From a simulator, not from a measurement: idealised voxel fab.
Documented hereafter: the process module known as voxel spacer lines.
Each square cell in cross-section cut measures 5 nm, and the section as a whole is 300 nm wide.
This document writes a cross-section as a grid whose cells are square, and gives it as bands, listed from the top down; one or more rows of cells form a band. Within each band entry, the heights of the top and of the bottom of the band appear first, in that order and in nm; the materials of the band then follow from left to right, each with its corresponding width in nm. The designation "all across" on a single material indicates that it fills the band from edge to edge; the designation "empty" indicates empty space. Height is counted from the level 0, under which the received wafer is composed throughout of one material. The lowest of the bands is not closed at the bottom but continues downward, in the notation "from 0 down". A width such as "30 to 40" changes by the same amount from each row of cells to the next, from the band's top row to its bottom row. For the purposes of this document, the phrase "no modification" attached to a step denotes that no cell within the cross-section was modified by that step. Listed in "Closed cavities": every empty space of 8 or more cells without an open way to the top. Form: width x height at distance, the distance being from the left edge, all in nm. If you see something after the settings on a step's line, that's the simulator's own remark about that step. The setting "overlay nm" may be written on the line of a step. When the step uses a mask, the value reports how far to the right of the planned place the mask lay, and a negative value reports that it lay to the left.

### Process steps (planned)
1,RECEIVE | material Si
2,CONFORMAL_DEP | material SiO2 | thk nm 5
3,DIRECTIONAL_DEP | material W | thk nm 10
4,DIRECTIONAL_DEP | material polySi | thk nm 30
5,PATTERN | tone cover | mask id MANDREL | material resist | width nm 20 | pitch nm 70 | thk nm 35 | overlay nm 0
6,DIRECTIONAL_ETCH | etch materials polySi | depth nm 30
7,STRIP | etch materials resist
8,CONFORMAL_DEP | material SiN | thk nm 15
9,DIRECTIONAL_ETCH | etch materials SiN | depth nm 15
10,STRIP | etch materials polySi
11,DIRECTIONAL_ETCH | etch materials W | depth nm 10
12,STRIP | etch materials SiN
13,FILL_DEP | material SiO2 | thk nm 5
14,CMP | height nm 15

### Wafer as received: cross-section following step 1
	from 0 down = Si all across
	Closed cavities: none

### Final cross-section, module run with one mistake (start and plan as above)
	from 15 to 10 = SiO2 all across
	from 10 to 0 = W all across
	from 0 down = Si all across
	Closed cavities: none
Plan not followed: the intended sequence of steps 2 and 3 was reversed during processing, with each occupying the position of the other
